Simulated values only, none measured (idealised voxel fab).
process module | voxel wiring stack
cross-section cut | 235 nm wide | cells 5 nm
A cross-section is a grid of square cells, given in bands from the top down. A band is one or more rows of cells.
Each band's line starts with the height of the band's top and of its bottom, in nm. Then come its materials from left to right, each with its width in nm. One material with "throughout" fills the band from edge to edge. "air" is empty space.
Height 0 is the level under which the wafer as received is all one material. The lowest band goes on downwards, as in "0 down".
A width such as "30 to 40" changes by the same amount from each row of cells to the next, from the band's top row to its bottom row.
"no change" after a step means that no cell of the cross-section changed.
closed voids: empty space of 8 cells or more with no open way to the top, each as width x height at its distance from the left edge, in nm
after a step's settings: what the simulator itself notes on the step
overlay nm, on a step with a mask: how far to the right of its planned place the mask lay; to the left if negative
plan
1 op RECEIVE | material Si
2 op CONFORMAL_DEP | material SiO2 | thk nm 15
3 op DIRECTIONAL_DEP | material TiN | thk nm 5
4 op DIRECTIONAL_DEP | material W | thk nm 25
5 op DIRECTIONAL_DEP | material aC | thk nm 15
6 op PATTERN | tone cover | mask id METAL_1 | material resist | width nm 25 | pitch nm 45 | thk nm 35 | overlay nm 0
7 op DIRECTIONAL_ETCH | etch materials aC | depth nm 15
8 op STRIP | etch materials resist
9 op DIRECTIONAL_ETCH | etch materials W | depth nm 25
10 op DIRECTIONAL_ETCH | etch materials TiN | depth nm 5
11 op STRIP | etch materials aC
12 op CONFORMAL_DEP | material SiCN | thk nm 5
13 op FILL_DEP | material lowk | thk nm 10
14 op CMP | height nm 45
15 op CONFORMAL_DEP | material SiCN | thk nm 5
16 op DIRECTIONAL_DEP | material SiO2 | thk nm 30
17 op DIRECTIONAL_DEP | material aC | thk nm 15
18 op PATTERN | tone open | mask id METAL_2 | material resist | width nm 25 | pitch nm 45 | thk nm 35 | overlay nm 0
19 op DIRECTIONAL_ETCH | etch materials aC | depth nm 15
20 op STRIP | etch materials resist
21 op DIRECTIONAL_ETCH | etch materials SiO2 | depth nm 15
22 op STRIP | etch materials aC
23 op MASKED_ETCH | tone open | mask id METAL_2_HOLES | width nm 15 | pitch nm 45 | etch materials SiO2 | depth nm 15 | overlay nm 0
24 op MASKED_ETCH | tone open | mask id METAL_2_HOLES | width nm 15 | pitch nm 45 | etch materials SiCN | depth nm 5 | overlay nm 0
25 op CONFORMAL_DEP | material TiN | thk nm 5
26 op FILL_DEP | material Cu | thk nm 10
27 op CMP | height nm 80
28 op CONFORMAL_DEP | material SiCN | thk nm 5
29 op DIRECTIONAL_DEP | material SiO2 | thk nm 25
30 op PATTERN | tone open | mask id METAL_3 | material resist | width nm 25 | pitch nm 45 | thk nm 15 | overlay nm 0
31 op DIRECTIONAL_ETCH | etch materials SiO2 | depth nm 15
32 op STRIP | etch materials resist
33 op MASKED_ETCH | tone open | mask id METAL_3_HOLES | width nm 15 | pitch nm 90 | etch materials SiO2 | depth nm 10 | overlay nm 0
34 op MASKED_ETCH | tone open | mask id METAL_3_HOLES | width nm 15 | pitch nm 90 | etch materials SiCN | depth nm 5 | overlay nm 0
35 op CONFORMAL_DEP | material TiN | thk nm 5
36 op FILL_DEP | material Cu | thk nm 10
37 op CMP | height nm 110
38 op CONFORMAL_DEP | material SiCN | thk nm 5
first wafer, as planned
as received, after step 1
  0 down: Si throughout
  closed voids: none
after step 2
  15 to 0: SiO2 throughout
  below 0: unchanged
after step 3
  20 to 15: TiN throughout
  below 15: unchanged
after step 4
  45 to 20: W throughout
  below 20: unchanged
after step 5
  60 to 45: aC throughout
  below 45: unchanged
after step 6
  95 to 60: air 60 | resist 25 | air 20 | resist 25 | air 20 | resist 25 | air 60
  below 60: unchanged
after step 7
  80 to 60: air 60 | resist 25 | air 20 | resist 25 | air 20 | resist 25 | air 60
  60 to 45: air 60 | aC 25 | air 20 | aC 25 | air 20 | aC 25 | air 60
  below 45: unchanged
after step 8
  60 to 45: air 60 | aC 25 | air 20 | aC 25 | air 20 | aC 25 | air 60
  below 45: unchanged
after step 9
  60 to 45: air 60 | aC 25 | air 20 | aC 25 | air 20 | aC 25 | air 60
  45 to 20: air 60 | W 25 | air 20 | W 25 | air 20 | W 25 | air 60
  below 20: unchanged
after step 10
  60 to 45: air 60 | aC 25 | air 20 | aC 25 | air 20 | aC 25 | air 60
  45 to 20: air 60 | W 25 | air 20 | W 25 | air 20 | W 25 | air 60
  20 to 15: air 60 | TiN 25 | air 20 | TiN 25 | air 20 | TiN 25 | air 60
  below 15: unchanged
after step 11
  45 to 20: air 60 | W 25 | air 20 | W 25 | air 20 | W 25 | air 60
  below 20: unchanged
after step 12
  50 to 45: air 55 | SiCN 35 | air 10 | SiCN 35 | air 10 | SiCN 35 | air 55
  45 to 20: air 55 | SiCN 5 | W 25 | SiCN 5 | air 10 | SiCN 5 | W 25 | SiCN 5 | air 10 | SiCN 5 | W 25 | SiCN 5 | air 55
  20 to 15: SiCN 60 | TiN 25 | SiCN 20 | TiN 25 | SiCN 20 | TiN 25 | SiCN 60
  below 15: unchanged
after step 13
  60 to 50: lowk throughout
  50 to 45: lowk 55 | SiCN 35 | lowk 10 | SiCN 35 | lowk 10 | SiCN 35 | lowk 55
  45 to 20: lowk 55 | SiCN 5 | W 25 | SiCN 5 | lowk 10 | SiCN 5 | W 25 | SiCN 5 | lowk 10 | SiCN 5 | W 25 | SiCN 5 | lowk 55
  below 20: unchanged
after step 14
  45 to 20: lowk 55 | SiCN 5 | W 25 | SiCN 5 | lowk 10 | SiCN 5 | W 25 | SiCN 5 | lowk 10 | SiCN 5 | W 25 | SiCN 5 | lowk 55
  below 20: unchanged
after step 15
  50 to 45: SiCN throughout
  below 45: unchanged
after step 16
  80 to 50: SiO2 throughout
  below 50: unchanged
after step 17
  95 to 80: aC throughout
  below 80: unchanged
after step 18
  130 to 95: resist 60 | air 25 | resist 20 | air 25 | resist 20 | air 25 | resist 60
  below 95: unchanged
after step 19
  115 to 95: resist 60 | air 25 | resist 20 | air 25 | resist 20 | air 25 | resist 60
  95 to 80: aC 60 | air 25 | aC 20 | air 25 | aC 20 | air 25 | aC 60
  below 80: unchanged
after step 20
  95 to 80: aC 60 | air 25 | aC 20 | air 25 | aC 20 | air 25 | aC 60
  below 80: unchanged
after step 21
  95 to 80: aC 60 | air 25 | aC 20 | air 25 | aC 20 | air 25 | aC 60
  80 to 65: SiO2 60 | air 25 | SiO2 20 | air 25 | SiO2 20 | air 25 | SiO2 60
  below 65: unchanged
after step 22
  80 to 65: SiO2 60 | air 25 | SiO2 20 | air 25 | SiO2 20 | air 25 | SiO2 60
  below 65: unchanged
after step 23
  80 to 65: SiO2 60 | air 25 | SiO2 20 | air 25 | SiO2 20 | air 25 | SiO2 60
  65 to 50: SiO2 60 | air 15 | SiO2 30 | air 15 | SiO2 30 | air 15 | SiO2 70
  below 50: unchanged
after step 24
  80 to 65: SiO2 60 | air 25 | SiO2 20 | air 25 | SiO2 20 | air 25 | SiO2 60
  65 to 50: SiO2 60 | air 15 | SiO2 30 | air 15 | SiO2 30 | air 15 | SiO2 70
  50 to 45: SiCN 60 | air 15 | SiCN 30 | air 15 | SiCN 30 | air 15 | SiCN 70
  below 45: unchanged
after step 25
  85 to 80: TiN 65 | air 15 | TiN 30 | air 15 | TiN 30 | air 15 | TiN 65
  80 to 70: SiO2 60 | TiN 5 | air 15 | TiN 5 | SiO2 20 | TiN 5 | air 15 | TiN 5 | SiO2 20 | TiN 5 | air 15 | TiN 5 | SiO2 60
  70 to 65: SiO2 60 | TiN 5 | air 5 | TiN 15 | SiO2 20 | TiN 5 | air 5 | TiN 15 | SiO2 20 | TiN 5 | air 5 | TiN 15 | SiO2 60
  65 to 50: SiO2 60 | TiN 5 | air 5 | TiN 5 | SiO2 30 | TiN 5 | air 5 | TiN 5 | SiO2 30 | TiN 5 | air 5 | TiN 5 | SiO2 70
  50 to 45: SiCN 60 | TiN 15 | SiCN 30 | TiN 15 | SiCN 30 | TiN 15 | SiCN 70
  below 45: unchanged
after step 26
  95 to 85: Cu throughout
  85 to 80: TiN 65 | Cu 15 | TiN 30 | Cu 15 | TiN 30 | Cu 15 | TiN 65
  80 to 70: SiO2 60 | TiN 5 | Cu 15 | TiN 5 | SiO2 20 | TiN 5 | Cu 15 | TiN 5 | SiO2 20 | TiN 5 | Cu 15 | TiN 5 | SiO2 60
  70 to 65: SiO2 60 | TiN 5 | Cu 5 | TiN 15 | SiO2 20 | TiN 5 | Cu 5 | TiN 15 | SiO2 20 | TiN 5 | Cu 5 | TiN 15 | SiO2 60
  65 to 50: SiO2 60 | TiN 5 | Cu 5 | TiN 5 | SiO2 30 | TiN 5 | Cu 5 | TiN 5 | SiO2 30 | TiN 5 | Cu 5 | TiN 5 | SiO2 70
  below 50: unchanged
after step 27
  80 to 70: SiO2 60 | TiN 5 | Cu 15 | TiN 5 | SiO2 20 | TiN 5 | Cu 15 | TiN 5 | SiO2 20 | TiN 5 | Cu 15 | TiN 5 | SiO2 60
  below 70: unchanged
after step 28
  85 to 80: SiCN throughout
  below 80: unchanged
after step 29
  110 to 85: SiO2 throughout
  below 85: unchanged
after step 30
  125 to 110: resist 60 | air 25 | resist 20 | air 25 | resist 20 | air 25 | resist 60
  below 110: unchanged
after step 31
  125 to 110: resist 60 | air 25 | resist 20 | air 25 | resist 20 | air 25 | resist 60
  110 to 95: SiO2 60 | air 25 | SiO2 20 | air 25 | SiO2 20 | air 25 | SiO2 60
  below 95: unchanged
after step 32
  110 to 95: SiO2 60 | air 25 | SiO2 20 | air 25 | SiO2 20 | air 25 | SiO2 60
  below 95: unchanged
after step 33
  110 to 95: SiO2 60 | air 25 | SiO2 20 | air 25 | SiO2 20 | air 25 | SiO2 60
  95 to 85: SiO2 60 | air 15 | SiO2 75 | air 15 | SiO2 70
  below 85: unchanged
after step 34
  110 to 95: SiO2 60 | air 25 | SiO2 20 | air 25 | SiO2 20 | air 25 | SiO2 60
  95 to 85: SiO2 60 | air 15 | SiO2 75 | air 15 | SiO2 70
  85 to 80: SiCN 60 | air 15 | SiCN 75 | air 15 | SiCN 70
  below 80: unchanged
after step 35
  115 to 110: TiN 65 | air 15 | TiN 30 | air 15 | TiN 30 | air 15 | TiN 65
  110 to 100: SiO2 60 | TiN 5 | air 15 | TiN 5 | SiO2 20 | TiN 5 | air 15 | TiN 5 | SiO2 20 | TiN 5 | air 15 | TiN 5 | SiO2 60
  100 to 95: SiO2 60 | TiN 5 | air 5 | TiN 15 | SiO2 20 | TiN 25 | SiO2 20 | TiN 5 | air 5 | TiN 15 | SiO2 60
  95 to 85: SiO2 60 | TiN 5 | air 5 | TiN 5 | SiO2 75 | TiN 5 | air 5 | TiN 5 | SiO2 70
  85 to 80: SiCN 60 | TiN 15 | SiCN 75 | TiN 15 | SiCN 70
  below 80: unchanged
after step 36
  125 to 115: Cu throughout
  115 to 110: TiN 65 | Cu 15 | TiN 30 | Cu 15 | TiN 30 | Cu 15 | TiN 65
  110 to 100: SiO2 60 | TiN 5 | Cu 15 | TiN 5 | SiO2 20 | TiN 5 | Cu 15 | TiN 5 | SiO2 20 | TiN 5 | Cu 15 | TiN 5 | SiO2 60
  100 to 95: SiO2 60 | TiN 5 | Cu 5 | TiN 15 | SiO2 20 | TiN 25 | SiO2 20 | TiN 5 | Cu 5 | TiN 15 | SiO2 60
  95 to 85: SiO2 60 | TiN 5 | Cu 5 | TiN 5 | SiO2 75 | TiN 5 | Cu 5 | TiN 5 | SiO2 70
  below 85: unchanged
after step 37
  110 to 100: SiO2 60 | TiN 5 | Cu 15 | TiN 5 | SiO2 20 | TiN 5 | Cu 15 | TiN 5 | SiO2 20 | TiN 5 | Cu 15 | TiN 5 | SiO2 60
  below 100: unchanged
after step 38
  115 to 110: SiCN throughout
  below 110: unchanged
second wafer: like start, like plan, one mistake. Through step 29 it matches the first wafer
when step 30 should have ended
  125 to 110: air 60 | resist 25 | air 20 | resist 25 | air 20 | resist 25 | air 60
  below 110: unchanged
when step 31 should have ended
  125 to 110: air 60 | resist 25 | air 20 | resist 25 | air 20 | resist 25 | air 60
  110 to 95: air 60 | SiO2 25 | air 20 | SiO2 25 | air 20 | SiO2 25 | air 60
  below 95: unchanged
when step 32 should have ended
  110 to 95: air 60 | SiO2 25 | air 20 | SiO2 25 | air 20 | SiO2 25 | air 60
  below 95: unchanged
when step 33 should have ended
  110 to 100: air 75 | SiO2 10 | air 20 | SiO2 25 | air 35 | SiO2 10 | air 60
  below 100: unchanged
when step 34 should have ended: no change
when step 35 should have ended
  115 to 110: air 70 | TiN 20 | air 10 | TiN 35 | air 25 | TiN 20 | air 55
  110 to 100: air 70 to 55 | TiN 5 to 20 | SiO2 10 | TiN 5 | air 10 | TiN 5 | SiO2 25 | TiN 5 | air 25 to 10 | TiN 5 to 20 | SiO2 10 | TiN 5 | air 55
  100 to 95: TiN 60 | SiO2 25 | TiN 20 | SiO2 25 | TiN 20 | SiO2 25 | TiN 60
  below 95: unchanged
when step 36 should have ended
  125 to 115: Cu throughout
  115 to 110: Cu 70 | TiN 20 | Cu 10 | TiN 35 | Cu 25 | TiN 20 | Cu 55
  110 to 100: Cu 70 to 55 | TiN 5 to 20 | SiO2 10 | TiN 5 | Cu 10 | TiN 5 | SiO2 25 | TiN 5 | Cu 25 to 10 | TiN 5 to 20 | SiO2 10 | TiN 5 | Cu 55
  below 100: unchanged
when step 37 should have ended
  110 to 100: Cu 70 to 55 | TiN 5 to 20 | SiO2 10 | TiN 5 | Cu 10 | TiN 5 | SiO2 25 | TiN 5 | Cu 25 to 10 | TiN 5 to 20 | SiO2 10 | TiN 5 | Cu 55
  below 100: unchanged
when step 38 should have ended
  115 to 110: SiCN throughout
  below 110: unchanged
what went wrong: step 30 ran as: op PATTERN | tone cover | mask id METAL_3 | material resist | width nm 25 | pitch nm 45 | thk nm 15 | overlay nm 0
at the end the second wafer has, in cells: 34 more of Cu | 6 more of SiCN | 51 fewer of SiO2 | 11 more of TiN
